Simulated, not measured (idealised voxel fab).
process module | voxel self aligned vias
cross-section cut | 210 nm wide | cells 5 nm
A cross-section is a grid of square cells, given in bands from the top down. A band is one or more rows of cells.
Each band's line starts with the height of the band's top and of its bottom, in nm. Then come its materials from left to right, each with its width in nm. One material with "throughout" fills the band from edge to edge. "air" is empty space.
Height 0 is the level under which the wafer as received is all one material. The lowest band goes on downwards, as in "0 down".
A width such as "30 to 40" changes by the same amount from each row of cells to the next, from the band's top row to its bottom row.
"no change" after a step means that no cell of the cross-section changed.
closed voids: empty space of 8 cells or more with no open way to the top, each as width x height at its distance from the left edge, in nm
after a step's settings: what the simulator itself notes on the step
overlay nm, on a step with a mask: how far to the right of its planned place the mask lay; to the left if negative
plan
1 op RECEIVE | material Si
2 op CONFORMAL_DEP | material SiO2 | thk nm 10
3 op CONFORMAL_DEP | material SiCN | thk nm 5
4 op DIRECTIONAL_DEP | material SiO2 | thk nm 30
5 op PATTERN | tone open | mask id LINES | material resist | width nm 20 | pitch nm 65 | thk nm 15 | overlay nm 0
6 op DIRECTIONAL_ETCH | etch materials SiO2 | depth nm 30
7 op STRIP | etch materials resist
8 op CONFORMAL_DEP | material TiN | thk nm 5
9 op FILL_DEP | material W | thk nm 5
10 op CMP | height nm 45
11 op SELECTIVE_ETCH | etch materials W Ru TiN | depth nm 5
12 op FILL_DEP | material SiN | thk nm 5
13 op CMP | height nm 45
14 op DIRECTIONAL_DEP | material SiO2 | thk nm 20
15 op DIRECTIONAL_DEP | material aC | thk nm 10
16 op PATTERN | tone open | mask id VIAS | material resist | width nm 40 | pitch nm 130 | thk nm 30 | overlay nm 0
17 op DIRECTIONAL_ETCH | etch materials aC | depth nm 10
18 op STRIP | etch materials resist
19 op DIRECTIONAL_ETCH | etch materials SiO2 | depth nm 20
20 op DIRECTIONAL_ETCH | etch materials SiN | depth nm 5
21 op STRIP | etch materials aC
22 op CONFORMAL_DEP | material TiN | thk nm 5
23 op FILL_DEP | material Cu | thk nm 5
24 op CMP | height nm 65
25 op CONFORMAL_DEP | material SiCN | thk nm 5
as received, after step 1
  0 down: Si throughout
  closed voids: none
a wafer at the end: this start, this plan, one mistake
  70 to 65: SiCN throughout
  65 to 50: SiO2 20 | TiN 5 | Cu 35 | TiN 5 | SiO2 85 | TiN 5 | Cu 35 | TiN 5 | SiO2 15
  50 to 45: SiO2 20 | TiN 15 | Cu 10 | TiN 20 | SiO2 85 | TiN 15 | Cu 10 | TiN 20 | SiO2 15
  45 to 40: SiO2 30 | TiN 20 | SiO2 45 | SiN 20 | SiO2 45 | TiN 20 | SiO2 30
  40 to 20: SiO2 30 | TiN 5 | W 10 | TiN 5 | SiO2 45 | TiN 5 | W 10 | TiN 5 | SiO2 45 | TiN 5 | W 10 | TiN 5 | SiO2 30
  20 to 15: SiO2 30 | TiN 20 | SiO2 45 | TiN 20 | SiO2 45 | TiN 20 | SiO2 30
  15 to 10: SiCN throughout
  10 to 0: SiO2 throughout
  0 down: Si throughout
  closed voids: none
what went wrong: step 16 ran as: op PATTERN | tone open | mask id VIAS | material resist | width nm 45 | pitch nm 130 | thk nm 30 | overlay nm 0
